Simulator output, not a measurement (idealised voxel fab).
The document below concerns the process module designated voxel wiring stack.
We display cut, a cross-section 140 nm in width whose square cells are each 5 nm.
Cross-section spec: square-cell grid; bands listed top down; each band is one or more rows. The band entry comprises the height of the band's top followed by the height of its bottom, expressed in nm, and subsequently the band's materials from left to right, each stated together with its width in nm. Where a single material is marked with the word "everywhere", that material fills the band from edge to edge. The word "empty" represents empty space. Heights are expressed relative to 0, this being the level below which the as-received wafer comprises one material exclusively. The lowest band is unbounded in the downward direction and is denoted as in "top 0, no bottom". Think of "30..40" as a width that walks from the first number to the second as you go down the band, top row to bottom row, taking equal-sized steps from row to row. When a step is marked "no modifications", none of the cells in the cross-section changed during that step. "Fully enclosed voids": empty spaces of 8 cells or more with no open way to the top, each given as width x height at distance, distance from the left edge, all in nm. Text after the settings on a step's line: the simulator's own remark on that step. overlay nm: mask offset rightward from planned place, masked step; negative means leftward offset.

These are the steps we planned for the process:
1) RECEIVE [material Si]
2) CONFORMAL_DEP [material SiO2] [thk nm 15]
3) DIRECTIONAL_DEP [material TiN] [thk nm 5]
4) DIRECTIONAL_DEP [material Ru] [thk nm 25]
5) MASKED_ETCH [tone cover] [mask id METAL_1] [width nm 25] [pitch nm 40] [etch materials Ru] [depth nm 25] [overlay nm 0]
6) MASKED_ETCH [tone cover] [mask id METAL_1] [width nm 25] [pitch nm 40] [etch materials TiN] [depth nm 5] [overlay nm 0]
7) FILL_DEP [material lowk] [thk nm 5]
8) CMP [height nm 45]
9) CONFORMAL_DEP [material SiCN] [thk nm 5]
10) DIRECTIONAL_DEP [material lowk] [thk nm 20]
11) MASKED_ETCH [tone open] [mask id PLUG_1] [width nm 15] [pitch nm 80] [etch materials lowk] [depth nm 20] [overlay nm 0]
12) MASKED_ETCH [tone open] [mask id PLUG_1] [width nm 15] [pitch nm 80] [etch materials SiCN] [depth nm 5] [overlay nm 0]
13) EPI [material Ru] [thk nm 10]
14) EPI [material Ru] [thk nm 10]
15) EPI [material Ru] [thk nm 5]
16) CONFORMAL_DEP [material SiCN] [thk nm 5]
17) DIRECTIONAL_DEP [material SiO2] [thk nm 25]
18) MASKED_ETCH [tone open] [mask id METAL_2] [width nm 25] [pitch nm 40] [etch materials SiO2] [depth nm 25] [overlay nm 0]
19) MASKED_ETCH [tone open] [mask id METAL_2] [width nm 25] [pitch nm 40] [etch materials SiCN] [depth nm 5] [overlay nm 0]
20) CONFORMAL_DEP [material TiN] [thk nm 5]
21) FILL_DEP [material Cu] [thk nm 5]
22) CMP [height nm 100]
23) EPI [material Ru] [thk nm 5]
24) FILL_DEP [material SiCN] [thk nm 5]

Delivered wafer in cross-section: state after step 1:
  top 0, no bottom: Si everywhere
  Fully enclosed voids: none

The following cross-section depicts the wafer upon conclusion of the module. Processing commenced from the starting condition illustrated above and adhered to the plan illustrated above, save for one mistake in execution:
  top 110, bottom 105: SiCN everywhere
  top 105, bottom 100: 10 of SiCN, 35 of Ru, 5 of SiCN, 35 of Ru, 5 of SiCN, 35 of Ru, 15 of SiCN
  top 100, bottom 75: 15 of SiO2, 5 of TiN, 15 of Cu, 5 of TiN, 15 of SiO2, 5 of TiN, 15 of Cu, 5 of TiN, 15 of SiO2, 5 of TiN, 15 of Cu, 5 of TiN, 20 of SiO2
  top 75, bottom 70: 15 of SiCN, 25 of TiN, 15 of SiCN, 25 of TiN, 15 of SiCN, 25 of TiN, 20 of SiCN
  top 70, bottom 50: 20 of lowk, 15 of Ru, 65 of lowk, 15 of Ru, 25 of lowk
  top 50, bottom 45: 20 of SiCN, 10 of Ru, 70 of SiCN, 10 of Ru, 30 of SiCN
  top 45, bottom 20: 15 of lowk, 25 of Ru, 15 of lowk, 25 of Ru, 15 of lowk, 25 of Ru, 20 of lowk
  top 20, bottom 15: 15 of lowk, 25 of TiN, 15 of lowk, 25 of TiN, 15 of lowk, 25 of TiN, 20 of lowk
  top 15, bottom 0: SiO2 everywhere
  top 0, no bottom: Si everywhere
  Fully enclosed voids: none
Short version of what went wrong: not per plan at step 11, really ran MASKED_ETCH [tone open] [mask id PLUG_1] [width nm 15] [pitch nm 80] [etch materials lowk] [depth nm 20] [overlay nm 5]
